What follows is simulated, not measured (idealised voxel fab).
process module | voxel double patterning
cross-section cut | 220 nm wide | cells 5 nm
A cross-section is a grid of square cells, given in bands from the top down. A band is one or more rows of cells.
Each band's line starts with the height of the band's top and of its bottom, in nm. Then come its materials from left to right, each with its width in nm. One material with "throughout" fills the band from edge to edge. "air" is empty space.
Height 0 is the level under which the wafer as received is all one material. The lowest band goes on downwards, as in "0 down".
A width such as "30 to 40" changes by the same amount from each row of cells to the next, from the band's top row to its bottom row.
"no change" after a step means that no cell of the cross-section changed.
closed voids: empty space of 8 cells or more with no open way to the top, each as width x height at its distance from the left edge, in nm
after a step's settings: what the simulator itself notes on the step
overlay nm, on a step with a mask: how far to the right of its planned place the mask lay; to the left if negative
plan
1 op RECEIVE | material Si
2 op CONFORMAL_DEP | material SiO2 | thk nm 5
3 op DIRECTIONAL_DEP | material TiN | thk nm 15
4 op DIRECTIONAL_DEP | material SiCN | thk nm 10
5 op PATTERN | tone open | mask id FIRST | material resist | width nm 15 | pitch nm 50 | thk nm 15 | overlay nm 0
6 op DIRECTIONAL_ETCH | etch materials SiCN | depth nm 10
7 op STRIP | etch materials resist
8 op DIRECTIONAL_DEP | material aC | thk nm 10
9 op PATTERN | tone open | mask id SECOND | material resist | width nm 15 | thk nm 25 | overlay nm 0
10 op DIRECTIONAL_ETCH | etch materials aC | depth nm 10
11 op STRIP | etch materials resist
12 op DIRECTIONAL_ETCH | etch materials SiCN | depth nm 10
13 op STRIP | etch materials aC
14 op DIRECTIONAL_ETCH | etch materials TiN | depth nm 15
15 op STRIP | etch materials SiCN
first wafer, as planned
as received, after step 1
  0 down: Si throughout
  closed voids: none
after step 2
  5 to 0: SiO2 throughout
  below 0: unchanged
after step 3
  20 to 5: TiN throughout
  below 5: unchanged
after step 4
  30 to 20: SiCN throughout
  below 20: unchanged
after step 5
  45 to 30: resist 75 | air 15 | resist 35 | air 15 | resist 80
  below 30: unchanged
after step 6
  45 to 30: resist 75 | air 15 | resist 35 | air 15 | resist 80
  30 to 20: SiCN 75 | air 15 | SiCN 35 | air 15 | SiCN 80
  below 20: unchanged
after step 7
  30 to 20: SiCN 75 | air 15 | SiCN 35 | air 15 | SiCN 80
  below 20: unchanged
after step 8
  40 to 30: aC 75 | air 15 | aC 35 | air 15 | aC 80
  30 to 20: SiCN 75 | aC 15 | SiCN 35 | aC 15 | SiCN 80
  below 20: unchanged
after step 9
  65 to 40: resist 100 | air 15 | resist 105
  40 to 30: aC 75 | resist 15 | aC 35 | resist 15 | aC 80
  below 30: unchanged
after step 10
  55 to 40: resist 100 | air 15 | resist 105
  40 to 30: aC 75 | resist 15 | aC 10 | air 15 | aC 10 | resist 15 | aC 80
  below 30: unchanged
after step 11
  40 to 30: aC 75 | air 15 | aC 10 | air 15 | aC 10 | air 15 | aC 80
  below 30: unchanged
after step 12
  40 to 30: aC 75 | air 15 | aC 10 | air 15 | aC 10 | air 15 | aC 80
  30 to 20: SiCN 75 | aC 15 | SiCN 10 | air 15 | SiCN 10 | aC 15 | SiCN 80
  below 20: unchanged
after step 13
  30 to 20: SiCN 75 | air 15 | SiCN 10 | air 15 | SiCN 10 | air 15 | SiCN 80
  below 20: unchanged
after step 14
  30 to 20: SiCN 75 | air 15 | SiCN 10 | air 15 | SiCN 10 | air 15 | SiCN 80
  20 to 5: TiN 75 | air 15 | TiN 10 | air 15 | TiN 10 | air 15 | TiN 80
  below 5: unchanged
after step 15
  20 to 5: TiN 75 | air 15 | TiN 10 | air 15 | TiN 10 | air 15 | TiN 80
  below 5: unchanged
second wafer: like start, like plan, one mistake. Through step 2 it matches the first wafer
when step 3 should have ended
  35 to 5: TiN throughout
  below 5: unchanged
when step 4 should have ended
  45 to 35: SiCN throughout
  below 35: unchanged
when step 5 should have ended
  60 to 45: resist 75 | air 15 | resist 35 | air 15 | resist 80
  below 45: unchanged
when step 6 should have ended
  60 to 45: resist 75 | air 15 | resist 35 | air 15 | resist 80
  45 to 35: SiCN 75 | air 15 | SiCN 35 | air 15 | SiCN 80
  below 35: unchanged
when step 7 should have ended
  45 to 35: SiCN 75 | air 15 | SiCN 35 | air 15 | SiCN 80
  below 35: unchanged
when step 8 should have ended
  55 to 45: aC 75 | air 15 | aC 35 | air 15 | aC 80
  45 to 35: SiCN 75 | aC 15 | SiCN 35 | aC 15 | SiCN 80
  below 35: unchanged
when step 9 should have ended
  80 to 55: resist 100 | air 15 | resist 105
  55 to 45: aC 75 | resist 15 | aC 35 | resist 15 | aC 80
  below 45: unchanged
when step 10 should have ended
  70 to 55: resist 100 | air 15 | resist 105
  55 to 45: aC 75 | resist 15 | aC 10 | air 15 | aC 10 | resist 15 | aC 80
  below 45: unchanged
when step 11 should have ended
  55 to 45: aC 75 | air 15 | aC 10 | air 15 | aC 10 | air 15 | aC 80
  below 45: unchanged
when step 12 should have ended
  55 to 45: aC 75 | air 15 | aC 10 | air 15 | aC 10 | air 15 | aC 80
  45 to 35: SiCN 75 | aC 15 | SiCN 10 | air 15 | SiCN 10 | aC 15 | SiCN 80
  below 35: unchanged
when step 13 should have ended
  45 to 35: SiCN 75 | air 15 | SiCN 10 | air 15 | SiCN 10 | air 15 | SiCN 80
  below 35: unchanged
when step 14 should have ended
  45 to 35: SiCN 75 | air 15 | SiCN 10 | air 15 | SiCN 10 | air 15 | SiCN 80
  35 to 20: TiN 75 | air 15 | TiN 10 | air 15 | TiN 10 | air 15 | TiN 80
  below 20: unchanged
when step 15 should have ended
  35 to 20: TiN 75 | air 15 | TiN 10 | air 15 | TiN 10 | air 15 | TiN 80
  below 20: unchanged
what went wrong: step 3 was run twice
at the end the second wafer has, in cells: 132 more of TiN
